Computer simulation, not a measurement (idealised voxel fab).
Process module under the name voxel capacitor over wiring
Section cut is 215 nm wide and gridded with 5 nm square cells.
A cross-section is written here as square cells arranged in a grid, and it is given in bands from the top down, each band taking up one or more rows of cells.
Each band's line starts with the height of the band's top and of its bottom, in nm. Then come its materials from left to right, each with its width in nm. One material with "full width" fills the band from edge to edge. "air" is empty space.
The level at which height equals 0 is the one under which the wafer, as it arrives, is entirely one material. No lower edge exists for the bottom band, which continues downward and is notated as in "z 0 and below".
Width spec "30 to 40" -> top row of cells at first value, bottom row at second value, equal per-row change in between.
When a step is marked "no alteration", none of the cells in the cross-section changed during that step.
Listed in "Closed empty spaces": every empty space of 8 or more cells without an open way to the top. Form: width x height at distance, the distance being from the left edge, all in nm.
Step line, after settings: the simulator's comment on this step.
If you see "overlay nm" on a step's line and that step has a mask, it's telling you how far right of where it was planned the mask ended up; a negative number means it went left instead.

### The planned process steps are enumerated hereunder
1,RECEIVE | material Si
2,CONFORMAL_DEP | material SiO2 | thk nm 15
3,CONFORMAL_DEP | material SiN | thk nm 5
4,DIRECTIONAL_DEP | material lowk | thk nm 25
5,DIRECTIONAL_DEP | material aC | thk nm 10
6,PATTERN | tone open | mask id METAL_1 | material resist | width nm 25 | pitch nm 75 | thk nm 30 | overlay nm 0
7,DIRECTIONAL_ETCH | etch materials aC | depth nm 10
8,STRIP | etch materials resist
9,DIRECTIONAL_ETCH | etch materials lowk | depth nm 25
10,DIRECTIONAL_ETCH | etch materials SiN | depth nm 5
11,STRIP | etch materials aC
12,CONFORMAL_DEP | material TiN | thk nm 5
13,FILL_DEP | material W | thk nm 10
14,CMP | height nm 45
15,EPI | material Ru | thk nm 5
16,FILL_DEP | material SiCN | thk nm 5
17,DIRECTIONAL_DEP | material SiO2 | thk nm 20
18,PATTERN | tone open | mask id PLUG_1 | material resist | width nm 15 | thk nm 20 | overlay nm 0
19,DIRECTIONAL_ETCH | etch materials SiO2 | depth nm 20
20,DIRECTIONAL_ETCH | etch materials SiCN | depth nm 5
21,STRIP | etch materials resist
22,CONFORMAL_DEP | material TiN | thk nm 5
23,FILL_DEP | material Cu | thk nm 5
24,CMP | height nm 75
25,DIRECTIONAL_DEP | material TiN | thk nm 10
26,DIRECTIONAL_DEP | material HfO2 | thk nm 5
27,DIRECTIONAL_DEP | material TiN | thk nm 10
28,MASKED_ETCH | tone cover | mask id UPPER_PLATE | width nm 55 | etch materials TiN | depth nm 10 | overlay nm 0
29,MASKED_ETCH | tone cover | mask id UPPER_PLATE | width nm 55 | etch materials HfO2 | depth nm 5 | overlay nm 0
30,PATTERN | tone cover | mask id LOWER_PLATE | material resist | width nm 65 | thk nm 20 | overlay nm 0
31,DIRECTIONAL_ETCH | etch materials TiN | depth nm 10
32,STRIP | etch materials resist
33,FILL_DEP | material SiO2 | thk nm 15
34,CMP | height nm 110
35,MASKED_ETCH | tone open | mask id PLUG_2 | width nm 15 | etch materials SiO2 | depth nm 10 | overlay nm 0
36,CONFORMAL_DEP | material TiN | thk nm 5
37,FILL_DEP | material Ru | thk nm 10
38,CMP | height nm 110
39,CONFORMAL_DEP | material SiN | thk nm 5

### Incoming wafer, cross-sectional view, post step 1
  z 0 and below  Si full width
  Closed empty spaces: none

### End-of-module cross-section of the first of two wafers, processed as planned
  z 115 to 110  SiN full width
  z 110 to 105  75 SiO2, then 5 TiN, then 5 Ru, then 5 TiN, then 125 SiO2
  z 105 to 100  75 SiO2, then 15 TiN, then 125 SiO2
  z 100 to 90  65 SiO2, then 55 TiN, then 95 SiO2
  z 90 to 85  65 SiO2, then 55 HfO2, then 95 SiO2
  z 85 to 75  60 SiO2, then 65 TiN, then 90 SiO2
  z 75 to 55  65 SiO2, then 5 TiN, then 5 Cu, then 5 TiN, then 135 SiO2
  z 55 to 50  65 SiCN, then 15 TiN, then 135 SiCN
  z 50 to 45  50 SiCN, then 35 Ru, then 40 SiCN, then 35 Ru, then 55 SiCN
  z 45 to 20  55 lowk, then 5 TiN, then 15 W, then 5 TiN, then 50 lowk, then 5 TiN, then 15 W, then 5 TiN, then 60 lowk
  z 20 to 15  55 SiN, then 25 TiN, then 50 SiN, then 25 TiN, then 60 SiN
  z 15 to 0  SiO2 full width
  z 0 and below  Si full width
  Closed empty spaces: none

### Second of two wafers, module complete, sectioned: it shares the first wafer's start and plan but was run with one mistake
  z 115 to 110  SiN full width
  z 110 to 105  75 SiO2, then 5 TiN, then 5 Ru, then 5 TiN, then 125 SiO2
  z 105 to 100  75 SiO2, then 15 TiN, then 125 SiO2
  z 100 to 90  65 SiO2, then 55 TiN, then 95 SiO2
  z 90 to 85  65 SiO2, then 55 HfO2, then 95 SiO2
  z 85 to 75  60 SiO2, then 65 TiN, then 90 SiO2
  z 75 to 55  65 SiO2, then 5 TiN, then 5 Cu, then 5 TiN, then 135 SiO2
  z 55 to 50  65 SiCN, then 15 TiN, then 135 SiCN
  z 50 to 45  Ru full width
  z 45 to 40  60 TiN, then 15 W, then 60 TiN, then 15 W, then 65 TiN
  z 40 to 20  55 lowk, then 5 TiN, then 15 W, then 5 TiN, then 50 lowk, then 5 TiN, then 15 W, then 5 TiN, then 60 lowk
  z 20 to 15  55 lowk, then 25 TiN, then 50 lowk, then 25 TiN, then 60 lowk
  z 15 to 0  SiO2 full width
  z 0 and below  Si full width
  Closed empty spaces: none
what went wrong: plan step 3 skipped
Final wafer comparison in cells, second versus first, more or fewer per material: 29 more of Ru | 29 fewer of SiCN | 33 fewer of SiN | 33 more of TiN
